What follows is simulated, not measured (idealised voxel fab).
Herein follows the process module entitled voxel wiring stack.
Xsec cut, 220 nm wide, square cell size 5 nm.
In what follows, cross-sections appear as grids of square cells, described through bands that run from the top down, where every band is one or more rows of cells.
It is stipulated that each band's entry specify, in nanometres, the height of the top of the band and then that of its bottom, followed by the materials of the band in left-to-right sequence, each together with its width in nanometres. A single material marked by the word "full width" is understood to fill the band from edge to edge; the word "empty" is understood to denote empty space.
Heads up on the height convention: 0 is the point under which the incoming wafer is all one material, and the lowest band has no bottom, it just keeps going down, like "0 -> down".
Per-row width for "30..40": begins at first number (top row of band), ends at second number (bottom row), increment between rows held constant.
"left unchanged" (step): cross-section cells unchanged, all of them.
Entry "Closed void table" = empty spaces >= 8 cells with no open way to the top; each as width x height at distance, distance from left edge, all nm.
What comes after the settings on a step's line is commentary from the simulator itself on that step.
Each step line may optionally specify "overlay nm", which for a step with a mask gives the rightward distance between the mask's planned place and where it lay, a negative value indicating the leftward direction.

## Planned process steps
| 1 | RECEIVE | material Si |
| 2 | CONFORMAL_DEP | material SiO2 | thk nm 10 |
| 3 | DIRECTIONAL_DEP | material TiN | thk nm 5 |
| 4 | DIRECTIONAL_DEP | material Ru | thk nm 15 |
| 5 | MASKED_ETCH | tone cover | mask id METAL_1 | width nm 30 | pitch nm 50 | etch materials Ru | depth nm 15 | overlay nm 0 |
| 6 | MASKED_ETCH | tone cover | mask id METAL_1 | width nm 30 | pitch nm 50 | etch materials TiN | depth nm 5 | overlay nm 0 |
| 7 | FILL_DEP | material lowk | thk nm 5 |
| 8 | CMP | height nm 30 |
| 9 | CONFORMAL_DEP | material SiCN | thk nm 5 |
| 10 | DIRECTIONAL_DEP | material lowk | thk nm 10 |
| 11 | MASKED_ETCH | tone open | mask id PLUG_1 | width nm 15 | pitch nm 50 | etch materials lowk | depth nm 10 | overlay nm 0 |
| 12 | MASKED_ETCH | tone open | mask id PLUG_1 | width nm 15 | pitch nm 50 | etch materials SiCN | depth nm 5 | overlay nm 0 |
| 13 | EPI | material Ru | thk nm 10 |
| 14 | EPI | material Ru | thk nm 5 |
| 15 | DIRECTIONAL_DEP | material TiN | thk nm 5 |
| 16 | DIRECTIONAL_DEP | material Ru | thk nm 20 |
| 17 | DIRECTIONAL_DEP | material aC | thk nm 10 |
| 18 | PATTERN | tone cover | mask id METAL_2 | material resist | width nm 30 | pitch nm 50 | thk nm 30 | overlay nm 0 |
| 19 | DIRECTIONAL_ETCH | etch materials aC | depth nm 10 |
| 20 | STRIP | etch materials resist |
| 21 | DIRECTIONAL_ETCH | etch materials Ru | depth nm 20 |
| 22 | DIRECTIONAL_ETCH | etch materials TiN | depth nm 5 |
| 23 | STRIP | etch materials aC |
| 24 | CONFORMAL_DEP | material SiN | thk nm 5 |
| 25 | FILL_DEP | material SiO2 | thk nm 5 |
| 26 | CMP | height nm 70 |
| 27 | CONFORMAL_DEP | material SiCN | thk nm 5 |
| 28 | DIRECTIONAL_DEP | material lowk | thk nm 20 |
| 29 | PATTERN | tone open | mask id PLUG_2 | material resist | width nm 15 | pitch nm 50 | thk nm 20 | overlay nm 0 |
| 30 | DIRECTIONAL_ETCH | etch materials lowk | depth nm 20 |
| 31 | DIRECTIONAL_ETCH | etch materials SiCN | depth nm 5 |
| 32 | STRIP | etch materials resist |
| 33 | EPI | material Ru | thk nm 10 |
| 34 | EPI | material Ru | thk nm 10 |
| 35 | EPI | material Ru | thk nm 5 |
| 36 | CONFORMAL_DEP | material SiCN | thk nm 5 |
| 37 | DIRECTIONAL_DEP | material lowk | thk nm 25 |
| 38 | MASKED_ETCH | tone open | mask id METAL_3 | width nm 30 | pitch nm 50 | etch materials lowk | depth nm 25 | overlay nm 0 |
| 39 | MASKED_ETCH | tone open | mask id METAL_3 | width nm 30 | pitch nm 50 | etch materials SiCN | depth nm 5 | overlay nm 0 |
| 40 | CONFORMAL_DEP | material TiN | thk nm 5 |
| 41 | FILL_DEP | material W | thk nm 5 |
| 42 | CMP | height nm 125 |
| 43 | EPI | material Ru | thk nm 5 |
| 44 | FILL_DEP | material SiCN | thk nm 5 |

## The cross-section here shows the wafer as received, i.e. in its state after step 1
  0 -> down = Si full width
  Closed void table: none

## First of two wafers at the end of the module, shown in cross-section; run carried out as planned
  135 -> 130 = SiCN full width
  130 -> 125 = 40 nm SiCN  40 nm Ru  10 nm SiCN  40 nm Ru  10 nm SiCN  40 nm Ru  40 nm SiCN
  125 -> 100 = 45 nm lowk  5 nm TiN  20 nm W  5 nm TiN  20 nm lowk  5 nm TiN  20 nm W  5 nm TiN  20 nm lowk  5 nm TiN  20 nm W  5 nm TiN  45 nm lowk
  100 -> 95 = 45 nm SiCN  30 nm TiN  20 nm SiCN  30 nm TiN  20 nm SiCN  30 nm TiN  45 nm SiCN
  95 -> 75 = 45 nm lowk  15 nm Ru  35 nm lowk  15 nm Ru  35 nm lowk  15 nm Ru  60 nm lowk
  75 -> 70 = 45 nm SiCN  15 nm Ru  35 nm SiCN  15 nm Ru  35 nm SiCN  15 nm Ru  60 nm SiCN
  70 -> 50 = 40 nm SiO2  5 nm SiN  30 nm Ru  5 nm SiN  10 nm SiO2  5 nm SiN  30 nm Ru  5 nm SiN  10 nm SiO2  5 nm SiN  30 nm Ru  5 nm SiN  40 nm SiO2
  50 -> 45 = 45 nm SiN  30 nm TiN  20 nm SiN  30 nm TiN  20 nm SiN  30 nm TiN  45 nm SiN
  45 -> 35 = 45 nm lowk  15 nm Ru  35 nm lowk  15 nm Ru  35 nm lowk  15 nm Ru  60 nm lowk
  35 -> 30 = 45 nm SiCN  15 nm Ru  35 nm SiCN  15 nm Ru  35 nm SiCN  15 nm Ru  60 nm SiCN
  30 -> 15 = 45 nm lowk  30 nm Ru  20 nm lowk  30 nm Ru  20 nm lowk  30 nm Ru  45 nm lowk
  15 -> 10 = 45 nm lowk  30 nm TiN  20 nm lowk  30 nm TiN  20 nm lowk  30 nm TiN  45 nm lowk
  10 -> 0 = SiO2 full width
  0 -> down = Si full width
  Closed void table: none

## Wafer two, end of module, cross-section. Same start, same plan as wafer one. One mistake in the run
  135 -> 130 = SiCN full width
  130 -> 125 = 45 nm SiCN  35 nm Ru  15 nm SiCN  35 nm Ru  15 nm SiCN  35 nm Ru  40 nm SiCN
  125 -> 100 = 50 nm lowk  5 nm TiN  15 nm W  5 nm TiN  25 nm lowk  5 nm TiN  15 nm W  5 nm TiN  25 nm lowk  5 nm TiN  15 nm W  5 nm TiN  45 nm lowk
  100 -> 95 = 50 nm SiCN  25 nm TiN  25 nm SiCN  25 nm TiN  25 nm SiCN  25 nm TiN  45 nm SiCN
  95 -> 75 = 45 nm lowk  15 nm Ru  35 nm lowk  15 nm Ru  35 nm lowk  15 nm Ru  60 nm lowk
  75 -> 70 = 45 nm SiCN  15 nm Ru  35 nm SiCN  15 nm Ru  35 nm SiCN  15 nm Ru  60 nm SiCN
  70 -> 50 = 40 nm SiO2  5 nm SiN  30 nm Ru  5 nm SiN  10 nm SiO2  5 nm SiN  30 nm Ru  5 nm SiN  10 nm SiO2  5 nm SiN  30 nm Ru  5 nm SiN  40 nm SiO2
  50 -> 45 = 45 nm SiN  30 nm TiN  20 nm SiN  30 nm TiN  20 nm SiN  30 nm TiN  45 nm SiN
  45 -> 35 = 45 nm lowk  15 nm Ru  35 nm lowk  15 nm Ru  35 nm lowk  15 nm Ru  60 nm lowk
  35 -> 30 = 45 nm SiCN  15 nm Ru  35 nm SiCN  15 nm Ru  35 nm SiCN  15 nm Ru  60 nm SiCN
  30 -> 15 = 45 nm lowk  30 nm Ru  20 nm lowk  30 nm Ru  20 nm lowk  30 nm Ru  45 nm lowk
  15 -> 10 = 45 nm lowk  30 nm TiN  20 nm lowk  30 nm TiN  20 nm lowk  30 nm TiN  45 nm lowk
  10 -> 0 = SiO2 full width
  0 -> down = Si full width
  Closed void table: none
So what did we get wrong on this run? step 38 ran as: MASKED_ETCH | tone open | mask id METAL_3 | width nm 25 | pitch nm 50 | etch materials lowk | depth nm 25 | overlay nm 0
Final difference in cells, second wafer against first, listed per material as more or fewer: 3 fewer of Ru | 6 more of SiCN | 3 fewer of TiN | 15 fewer of W | 15 more of lowk
